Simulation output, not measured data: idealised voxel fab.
You're looking at the process module voxel self aligned contacts.
Section shown: cut. Width: 280 nm. Cell size: 5 nm, square.
Cross-sections here: square-cell grids, written as top-down lists of bands, a band being one or more rows of cells.
Band entry format. Leading values: height of top, height of bottom, nm. Remainder: materials in left-to-right order, each with its width in nm. Special words: "throughout" on a single material, which then fills the band edge to edge; "empty", empty space.
Below 0: as-received wafer, all one material; heights counted from there. Lowest band: no bottom, goes on down, written "top 0, no bottom".
It should be noted that a width expressed as "30->40" varies in equal increments from row to row of cells within the band, taking the value of the first number at the top row and that of the second number at the bottom row.
Key: "nothing different" - step with no changed cell in the cross-section.
What "Enclosed void entries" gives you is every empty space of 8 cells or more that is cut off from the top. Each appears as width x height at distance, with the distance taken from the left edge and width, height and distance all in nm.
On a step's line, text after the settings is the simulator commenting on that step.
overlay nm: step with mask; distance mask lay right of planned place; negative value = left of planned place.

### Listed below are the process steps as planned
1. RECEIVE (material Si)
2. CONFORMAL_DEP (material SiO2; thk nm 5)
3. DIRECTIONAL_DEP (material polySi; thk nm 25)
4. DIRECTIONAL_DEP (material SiN; thk nm 20)
5. DIRECTIONAL_DEP (material aC; thk nm 10)
6. PATTERN (tone cover; mask id GATE; material resist; width nm 35; pitch nm 70; thk nm 25; overlay nm 0)
7. DIRECTIONAL_ETCH (etch materials aC; depth nm 10)
8. STRIP (etch materials resist)
9. DIRECTIONAL_ETCH (etch materials SiN; depth nm 20)
10. DIRECTIONAL_ETCH (etch materials polySi; depth nm 25)
11. STRIP (etch materials aC)
12. CONFORMAL_DEP (material SiN; thk nm 5)
13. DIRECTIONAL_ETCH (etch materials SiN; depth nm 5)
14. FILL_DEP (material SiO2; thk nm 10)
15. CMP (height nm 55)
16. DIRECTIONAL_DEP (material aC; thk nm 10)
17. PATTERN (tone open; mask id CONTACT; material resist; width nm 55; pitch nm 70; thk nm 25; overlay nm 0)
18. DIRECTIONAL_ETCH (etch materials aC; depth nm 10)
19. STRIP (etch materials resist)
20. DIRECTIONAL_ETCH (etch materials SiO2; depth nm 55)
21. STRIP (etch materials aC)
22. CONFORMAL_DEP (material TiN; thk nm 5)
23. FILL_DEP (material Ru; thk nm 10)
24. CMP (height nm 55)
25. CONFORMAL_DEP (material SiN; thk nm 5)

### Wafer as received: cross-section following step 1
> top 0, no bottom: Si throughout
> Enclosed void entries: none

### Cross-section, first of two wafers, end of module, run as planned
> top 60, bottom 55: SiN throughout
> top 55, bottom 50: SiO2 75; TiN 20; Ru 15; TiN 20; SiO2 15; TiN 20; Ru 15; TiN 20; SiO2 80
> top 50, bottom 30: SiO2 45; SiN 45; TiN 5; Ru 15; TiN 5; SiN 45; TiN 5; Ru 15; TiN 5; SiN 45; SiO2 50
> top 30, bottom 5: SiO2 45; SiN 5; polySi 35; SiN 5; TiN 5; Ru 15; TiN 5; SiN 5; polySi 35; SiN 5; TiN 5; Ru 15; TiN 5; SiN 5; polySi 35; SiN 5; SiO2 50
> top 5, bottom 0: SiO2 90; TiN 25; SiO2 45; TiN 25; SiO2 95
> top 0, no bottom: Si throughout
> Enclosed void entries: none

### Second wafer of the two, sectioned at the end of the module. It began like the first and followed the same plan, but one mistake was made while running it
> top 60, bottom 55: SiN throughout
> top 55, bottom 45: SiO2 75; TiN 5->15; Ru 45->25; TiN 5->15; SiO2 15; TiN 5->15; Ru 45->25; TiN 5->15; SiO2 80
> top 45, bottom 30: SiO2 50; SiN 35; TiN 5; Ru 25; TiN 5; SiN 35; TiN 5; Ru 25; TiN 5; SiN 35; SiO2 55
> top 30, bottom 5: SiO2 50; polySi 35; TiN 5; Ru 25; TiN 5; polySi 35; TiN 5; Ru 25; TiN 5; polySi 35; SiO2 55
> top 5, bottom 0: SiO2 85; TiN 35; SiO2 35; TiN 35; SiO2 90
> top 0, no bottom: Si throughout
> Enclosed void entries: none
So what did we get wrong on this run? step 12 of the plan was jumped over and never run
Final difference in cells, second wafer against first, listed per material as more or fewer: Ru +48; SiN -75; SiO2 +27
